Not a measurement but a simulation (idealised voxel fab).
voxel self aligned contacts: a process module
Square cells of 5 nm make up the cross-section cut, whose width is 145 nm.
How to read a cross-section here: the picture is a grid of square cells, written as bands going from the top down, and any band can span one or more rows of cells.
Within each band entry, the heights of the top and of the bottom of the band appear first, in that order and in nm; the materials of the band then follow from left to right, each with its corresponding width in nm. The designation "full width" on a single material indicates that it fills the band from edge to edge; the designation "empty" indicates empty space.
For the purposes of this specification, 0 denotes the height below which the wafer in its as-received condition is composed wholly of one material, and the lowermost band, lacking a lower limit, extends downward without end, as expressed in "0 and below".
Width: "30->40" (first number = top row, second number = bottom row, same change from row to row of cells).
No cell of the cross-section changed in a step that is given as "identical to before".
In "Fully closed voids" the enclosed voids are listed, meaning empty spaces of 8 cells or larger without any opening to the top. The form is width x height at distance, distance from the left edge, units nm.
On a step's line, text after the settings is the simulator commenting on that step.
For masked steps, "overlay nm" on the step line gives how far right of plan the mask actually lay; a minus sign means it lay to the left.
-- Here's what the planned process steps look like
- 1: op RECEIVE | material Si
- 2: op OXIDIZE | depth nm 5
- 3: op DIRECTIONAL_DEP | material polySi | thk nm 30
- 4: op DIRECTIONAL_DEP | material SiN | thk nm 20
- 5: op PATTERN | tone cover | mask id GATE | material resist | width nm 30 | pitch nm 75 | thk nm 15 | overlay nm 0
- 6: op DIRECTIONAL_ETCH | etch materials SiN | depth nm 20
- 7: op DIRECTIONAL_ETCH | etch materials polySi | depth nm 30
- 8: op STRIP | etch materials resist
- 9: op CONFORMAL_DEP | material SiN | thk nm 10
- 10: op DIRECTIONAL_ETCH | etch materials SiN | depth nm 10
- 11: op FILL_DEP | material SiO2 | thk nm 15
- 12: op CMP | height nm 55
- 13: op MASKED_ETCH | tone open | mask id CONTACT | width nm 55 | etch materials SiO2 | depth nm 60 | overlay nm 0
- 14: op CONFORMAL_DEP | material TiN | thk nm 5
- 15: op FILL_DEP | material Ru | thk nm 10
- 16: op CMP | height nm 55
- 17: op CONFORMAL_DEP | material SiN | thk nm 5
-- Cross-sectional view of the wafer in its as-received condition, corresponding to the state after step 1
    0 and below  Si full width
    Fully closed voids: none
-- What the wafer looks like in cross-section after this module, when it starts as shown above and follows the plan above but one mistake is made in running it
    60 down to 55  SiN full width
    55 down to 50  Ru=5, then TiN=40, then SiO2=55, then TiN=40, then Ru=5
    50 down to 30  Ru=5, then TiN=5, then SiN=50, then SiO2=25, then SiN=50, then TiN=5, then Ru=5
    30 down to 0  Ru=5, then TiN=5, then SiN=10, then polySi=30, then SiN=10, then SiO2=25, then SiN=10, then polySi=30, then SiN=10, then TiN=5, then Ru=5
    0 down to -5  TiN=10, then SiO2=125, then TiN=10
    -5 and below  Si full width
    Fully closed voids: none
what went wrong: so step 13 ended up running with a different setting than we planned, it ran as op MASKED_ETCH | tone cover | mask id CONTACT | width nm 55 | etch materials SiO2 | depth nm 60 | overlay nm 0
